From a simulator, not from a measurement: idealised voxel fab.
Name of the process module below: voxel plated lines
The figure presents cross-section cut, which has a width of 225 nm and is divided into square cells with an edge length of 5 nm.
Cross-section layout: square cells on a grid; listed as bands, top to bottom; a band spans one or more cell rows. Each band's line starts with the height of the band's top and of its bottom, in nm. Then come its materials from left to right, each with its width in nm. One material with "edge to edge" fills the band from edge to edge. "empty" is empty space. Where do heights start? At 0: under that level the wafer as delivered is made of one material only. And the lowest band has no floor; it just carries on downward, as in "0 nm and below". When a width is written as two numbers, as in "30..40", the first number is the width in the top row of cells of the band and the second is the width in its bottom row, and the width changes by the same amount from each row to the next. Where the words "nothing got changed" appear for a step, the cross-section shows no cell changed by that step; every cell remained as before. "Enclosed void entries" lists enclosed empty spaces (at least 8 cells, no open path upward to the top), each as width x height at distance from the left edge, in nm. Text after the settings on a step's line: the simulator's own remark on that step. "overlay nm" answers the question of how far to the right of plan the mask lay on a step that has a mask, and when it is negative the answer is to the left.

Set out below are the planned steps of the process
1: RECEIVE,material Si
2: CONFORMAL_DEP,material SiO2,thk nm 10
3: DIRECTIONAL_DEP,material TiN,thk nm 5
4: PATTERN,tone open,mask id LINES,material resist,width nm 15,pitch nm 35,thk nm 20,overlay nm 0
5: EPI,material Ru,thk nm 5
6: STRIP,etch materials resist
7: DIRECTIONAL_ETCH,etch materials TiN,depth nm 5
8: CONFORMAL_DEP,material SiO2,thk nm 10

Wafer cross-section on receipt, i.e. after step 1
  0 nm and below  Si edge to edge
  Enclosed void entries: none

Wafer at module end, in section. Began as above, planned as above, run with one mistake
  25 nm to 0 nm  SiO2 edge to edge
  0 nm and below  Si edge to edge
  Enclosed void entries: none
What broke from the plan during processing? step 3 off recipe, ran as DIRECTIONAL_DEP,material SiO2,thk nm 5
